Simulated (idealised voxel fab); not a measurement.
Module name: voxel plated lines (process module)
Xsec cut, 265 nm wide, square cell size 5 nm.
A cross-section in this document is a grid of square cells, and it is written down as bands, the top band listed before the ones below it; a band is made up of one or more rows of cells. Band entry format. Leading values: height of top, height of bottom, nm. Remainder: materials in left-to-right order, each with its width in nm. Special words: "full width" on a single material, which then fills the band edge to edge; "blank", empty space. Heights are measured from 0, the level below which the as-received wafer is all one material; the lowest band has no bottom and continues downward, written as in "0 nm and below". The width entry "30 to 40" should be interpreted row by row: the top row of cells in the band takes the first number, the bottom row takes the second number, and the change between adjacent rows is uniform throughout. What does "all unchanged" mean for a step? It means no cell of the cross-section changed in that step. Entry "Closed internal cavities" = empty spaces >= 8 cells with no open way to the top; each as width x height at distance, distance from left edge, all nm. Where a step's line continues beyond its settings, the continuation is a remark by the simulator itself on that step. When a step includes a mask, the "overlay nm" setting on its line states how far to the right of its planned place that mask lay, and negative values state how far to the left.

Process steps - plan
1. op RECEIVE | material Si
2. op CONFORMAL_DEP | material SiO2 | thk nm 5
3. op DIRECTIONAL_DEP | material TiN | thk nm 5
4. op PATTERN | tone open | mask id LINES | material resist | width nm 30 | pitch nm 60 | thk nm 30 | overlay nm 0
5. op EPI | material Ru | thk nm 10
6. op EPI | material Ru | thk nm 10
7. op STRIP | etch materials resist
8. op DIRECTIONAL_ETCH | etch materials TiN | depth nm 5
9. op CONFORMAL_DEP | material SiO2 | thk nm 10

Cross-section: wafer on arrival = after step 1
0 nm and below: Si full width
Closed internal cavities: none

The module was run from the start shown above using the plan shown above, but one mistake was made doing it; the resulting wafer cross-section is below
50 nm to 40 nm: blank 75 | SiO2 50 | blank 10 | SiO2 50 | blank 80
40 nm to 25 nm: blank 75 | SiO2 10 | Ru 30 | SiO2 10 | blank 10 | SiO2 10 | Ru 30 | SiO2 10 | blank 80
25 nm to 20 nm: SiO2 85 | Ru 30 | SiO2 30 | Ru 30 | SiO2 90
20 nm to 15 nm: SiO2 85 | TiN 30 | SiO2 30 | TiN 30 | SiO2 90
15 nm to 0 nm: SiO2 full width
0 nm and below: Si full width
Closed internal cavities: none
what went wrong: step 2 ran as: op CONFORMAL_DEP | material SiO2 | thk nm 15
